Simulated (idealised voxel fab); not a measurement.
You're looking at the process module voxel capacitor over wiring.
cross-section cut | 225 nm wide | cells 5 nm
Format of a cross-section: grid, square cells. Given as bands. Order: top down. Band: one or more rows of cells. Top, bottom (nm), then materials left to right with widths (nm); lone material tagged "all across" fills the whole band edge to edge; "empty" = empty space. Height 0 is the level under which the wafer as received is all one material. The lowest band goes on downwards, as in "0 -> down". The notation "30->40" denotes a width that varies across the rows of cells in the band, beginning at the first number in the top row, finishing at the second number in the bottom row, and changing by an identical amount from each row to the next. You'll sometimes find "nothing altered" written for a step, and that's the way of saying that nowhere in the cross-section did a cell change during that step. You'll see "closed voids" listing empty spaces that have no way open to the top, as long as they're 8 cells or more; the notation is width x height at distance, where the distance is from the left edge, and all of it is in nm. Heads up: the bit after the settings on a step's line is the simulator's remark on that step. A step's line can hold "overlay nm"; with a mask on that step, the setting says how far right of the planned place the mask lay, while a negative setting says it lay to the left.
-- Here's what the planned process steps look like
1 RECEIVE,material Si
2 CONFORMAL_DEP,material SiO2,thk nm 15
3 DIRECTIONAL_DEP,material TiN,thk nm 5
4 DIRECTIONAL_DEP,material W,thk nm 25
5 MASKED_ETCH,tone cover,mask id METAL_1,width nm 30,pitch nm 95,etch materials W,depth nm 25,overlay nm 0
6 MASKED_ETCH,tone cover,mask id METAL_1,width nm 30,pitch nm 95,etch materials TiN,depth nm 5,overlay nm 0
7 CONFORMAL_DEP,material SiN,thk nm 5
8 FILL_DEP,material SiO2,thk nm 10
9 CMP,height nm 45
10 CONFORMAL_DEP,material SiCN,thk nm 5
11 DIRECTIONAL_DEP,material lowk,thk nm 20
12 DIRECTIONAL_DEP,material aC,thk nm 15
13 PATTERN,tone open,mask id PLUG_1,material resist,width nm 15,thk nm 30,overlay nm 0
14 DIRECTIONAL_ETCH,etch materials aC,depth nm 15
15 STRIP,etch materials resist
16 DIRECTIONAL_ETCH,etch materials lowk,depth nm 20
17 DIRECTIONAL_ETCH,etch materials SiCN,depth nm 5
18 STRIP,etch materials aC
19 EPI,material Ru,thk nm 10
20 EPI,material Ru,thk nm 10
21 EPI,material Ru,thk nm 5
22 DIRECTIONAL_DEP,material TiN,thk nm 10
23 DIRECTIONAL_DEP,material SiN,thk nm 5
24 DIRECTIONAL_DEP,material TiN,thk nm 10
25 DIRECTIONAL_DEP,material aC,thk nm 15
26 PATTERN,tone cover,mask id UPPER_PLATE,material resist,width nm 70,thk nm 35,overlay nm 0
27 DIRECTIONAL_ETCH,etch materials aC,depth nm 15
28 STRIP,etch materials resist
29 DIRECTIONAL_ETCH,etch materials TiN,depth nm 10
30 DIRECTIONAL_ETCH,etch materials SiN,depth nm 5
31 STRIP,etch materials aC
32 DIRECTIONAL_DEP,material aC,thk nm 10
33 PATTERN,tone cover,mask id LOWER_PLATE,material resist,width nm 80,thk nm 25,overlay nm 0
34 DIRECTIONAL_ETCH,etch materials aC,depth nm 10
35 STRIP,etch materials resist
36 DIRECTIONAL_ETCH,etch materials TiN,depth nm 10
37 STRIP,etch materials aC
38 FILL_DEP,material SiO2,thk nm 20
39 CMP,height nm 110
40 DIRECTIONAL_DEP,material aC,thk nm 15
41 PATTERN,tone open,mask id PLUG_2,material resist,width nm 15,thk nm 35,overlay nm 0
42 DIRECTIONAL_ETCH,etch materials aC,depth nm 15
43 STRIP,etch materials resist
44 DIRECTIONAL_ETCH,etch materials SiO2,depth nm 15
45 STRIP,etch materials aC
46 CONFORMAL_DEP,material TiN,thk nm 5
47 FILL_DEP,material Ru,thk nm 10
48 CMP,height nm 110
49 CONFORMAL_DEP,material SiCN,thk nm 5
-- As received (post step 1): cross-section
* 0 -> down: Si all across
* closed voids: none
-- Starting wafer: above. Plan: above. Run: one mistake. Cross-section after the module: below
* 115 -> 110: SiCN all across
* 110 -> 100: SiO2 (75), TiN (5), Ru (5), TiN (5), SiO2 (135)
* 100 -> 95: SiO2 (75), TiN (15), SiO2 (135)
* 95 -> 85: SiO2 (60), TiN (70), SiO2 (95)
* 85 -> 80: SiO2 (60), SiN (70), SiO2 (95)
* 80 -> 70: SiO2 (60), TiN (80), SiO2 (85)
* 70 -> 50: lowk (65), Ru (15), lowk (145)
* 50 -> 45: SiCN (65), Ru (15), SiCN (145)
* 45 -> 20: SiO2 (45), SiN (5), W (30), SiN (5), SiO2 (55), SiN (5), W (30), SiN (5), SiO2 (45)
* 20 -> 15: SiN (50), TiN (30), SiN (65), TiN (30), SiN (50)
* 15 -> 0: SiO2 all across
* 0 -> down: Si all across
* closed voids: none
Deviation noted in wafer processing: step 26 was not run as planned; what actually ran was PATTERN,tone cover,mask id UPPER_PLATE,material resist,width nm 70,thk nm 35,overlay nm -5
